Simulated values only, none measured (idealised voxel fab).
This is a process module. Its name is voxel air gaps.
Xsec cut, 275 nm wide, square cell size 5 nm.
Heads up, the way a cross-section reads in here is a grid of square cells, handed over as bands from the top down, with every band being one or more rows of cells. Basically the band line says how high the top is and how high the bottom is, in nm, and then what's in it from left to right, every material with its width in nm. Empty space shows up as "blank", and if a single material carries "edge to edge" it runs the full band edge to edge. The reference from which all heights are counted is 0, the level beneath which the as-received wafer is entirely one material; the lowest band, having no lower bound, proceeds downward and is written after the example "0 nm and below". Note: "30 to 40" means the width goes from the first number (top row of the band) to the second number (bottom row) in equal steps per row of cells. Where a step carries "no modifications", the cross-section came out of it unchanged, cell for cell. "Closed void inventory" lists enclosed empty spaces (at least 8 cells, no open path upward to the top), each as width x height at distance from the left edge, in nm. It should be noted that, on the line of a given step, the content following the step's settings is a remark produced by the simulator itself with respect to that step. overlay nm: mask right of planned place by this much (step with mask). Neg. = left.
[The steps planned for the process are as follows]
1. RECEIVE with material Si
2. CONFORMAL_DEP with material SiO2, thk nm 10
3. CONFORMAL_DEP with material SiN, thk nm 5
4. DIRECTIONAL_DEP with material SiO2, thk nm 35
5. MASKED_ETCH with tone open, mask id LINES, width nm 20, pitch nm 50, etch materials SiO2, depth nm 35, overlay nm 0
6. CONFORMAL_DEP with material TiN, thk nm 5
7. FILL_DEP with material W, thk nm 10
8. CMP with height nm 50
9. EPI with material Ru, thk nm 10
10. SELECTIVE_ETCH with etch materials SiO2, depth nm 45
11. CONFORMAL_DEP with material SiN, thk nm 5
[Cross-section of the incoming wafer, state after step 1]
    0 nm and below: Si edge to edge
    Closed void inventory: none
[What the wafer looks like in cross-section after this module, when it starts as shown above and follows the plan above but one mistake is made in running it]
    65 nm to 60 nm: blank: 35, then SiN: 200, then blank: 40
    60 nm to 50 nm: blank: 35, then SiN: 5, then Ru: 40, then SiN: 10, then Ru: 40, then SiN: 10, then Ru: 40, then SiN: 10, then Ru: 40, then SiN: 5, then blank: 40
    50 nm to 20 nm: blank: 35, then SiN: 5, then Ru: 10, then TiN: 5, then W: 10, then TiN: 5, then Ru: 10, then SiN: 10, then Ru: 10, then TiN: 5, then W: 10, then TiN: 5, then Ru: 10, then SiN: 10, then Ru: 10, then TiN: 5, then W: 10, then TiN: 5, then Ru: 10, then SiN: 10, then Ru: 10, then TiN: 5, then W: 10, then TiN: 5, then Ru: 10, then SiN: 5, then blank: 40
    20 nm to 15 nm: SiN: 40, then Ru: 10, then TiN: 20, then Ru: 10, then SiN: 10, then Ru: 10, then TiN: 20, then Ru: 10, then SiN: 10, then Ru: 10, then TiN: 20, then Ru: 10, then SiN: 10, then Ru: 10, then TiN: 20, then Ru: 10, then SiN: 45
    15 nm to 10 nm: SiN edge to edge
    10 nm to 0 nm: SiO2 edge to edge
    0 nm and below: Si edge to edge
    Closed void inventory: none
In executing the process, a mistake was made relative to the plan: ran 9 and 10 in swapped order versus the plan
